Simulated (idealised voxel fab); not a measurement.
You're looking at the process module voxel spacer lines.
For reference, the cross-section in this document is cut, with width 290 nm and square cells of 5 nm.
Throughout this document, each cross-section is represented as a grid of square cells and is presented as a sequence of bands enumerated from the top downward, where a band comprises one or more rows of cells. What a band's entry tells you: where the top is and where the bottom is, as heights in nm, and after that what lies inside, material by material from left to right, each with its width in nm. Empty space is written as the word "air", and a single material marked with the word "full width" occupies the band from edge to edge. All heights in this document are referenced to 0, defined as the level beneath which the wafer, as received, consists entirely of one material. The lowest band is not bounded below; it extends indefinitely downward and is written in the form "top 0, no bottom". Width spec "30 to 40" -> top row of cells at first value, bottom row at second value, equal per-row change in between. Key: "stayed the same" - step with no changed cell in the cross-section. This entry, "Cavities, closed", enumerates those empty regions of no fewer than 8 cells that possess no open connection to the top. Each region is reported in the form width x height at distance, the distance being taken from the left edge, with all three quantities expressed in nm. If you see something after the settings on a step's line, that's the simulator's own remark about that step. The "overlay nm" setting may appear on a step's line; for a step that uses a mask, it gives how far to the right of its planned position the mask lay, and a negative value indicates the left.

-- Steps in the process plan
1. RECEIVE, material Si
2. CONFORMAL_DEP, material Al2O3, thk nm 10
3. DIRECTIONAL_DEP, material polySi, thk nm 20
4. DIRECTIONAL_DEP, material aC, thk nm 20
5. PATTERN, tone cover, mask id MANDREL, material resist, width nm 20, pitch nm 70, thk nm 30, overlay nm 0
6. DIRECTIONAL_ETCH, etch materials aC, depth nm 20
7. STRIP, etch materials resist
8. CONFORMAL_DEP, material SiN, thk nm 15
9. DIRECTIONAL_ETCH, etch materials SiN, depth nm 15
10. STRIP, etch materials aC
11. DIRECTIONAL_ETCH, etch materials polySi, depth nm 10
12. STRIP, etch materials SiN
13. FILL_DEP, material lowk, thk nm 5
14. CMP, height nm 30
Same starting wafers, different depth nm at step 11. Plan value belongs to the first wafer.

-- First wafer of several, as received: cross-section after step 1
* top 0, no bottom | Si full width
* Cavities, closed: none

-- Depicted here is the first of several wafers in cross-section, at module completion following the last step, step 14
* top 30, bottom 20 | lowk: 85, polySi: 15, lowk: 20, polySi: 15, lowk: 20, polySi: 15, lowk: 20, polySi: 15, lowk: 85
* top 20, bottom 10 | polySi full width
* top 10, bottom 0 | Al2O3 full width
* top 0, no bottom | Si full width
* Cavities, closed: none

-- Last-wafer cross-section at the end of the module
* top 30, bottom 10 | lowk: 85, polySi: 15, lowk: 20, polySi: 15, lowk: 20, polySi: 15, lowk: 20, polySi: 15, lowk: 85
* top 10, bottom 0 | Al2O3 full width
* top 0, no bottom | Si full width
* Cavities, closed: none

-- Per wafer, end of module: cells gained (+) or lost (-) per material since receipt, then closed voids
depth nm 10; +116 Al2O3; +92 lowk; +140 polySi; Cavities, closed: none
depth nm 15; +116 Al2O3; +138 lowk; +94 polySi; Cavities, closed: none
depth nm 20; +116 Al2O3; +184 lowk; +48 polySi; Cavities, closed: none
depth nm 25; +116 Al2O3; +184 lowk; +48 polySi; Cavities, closed: none
depth nm 30; +116 Al2O3; +184 lowk; +48 polySi; Cavities, closed: none
depth nm 35; +116 Al2O3; +184 lowk; +48 polySi; Cavities, closed: none
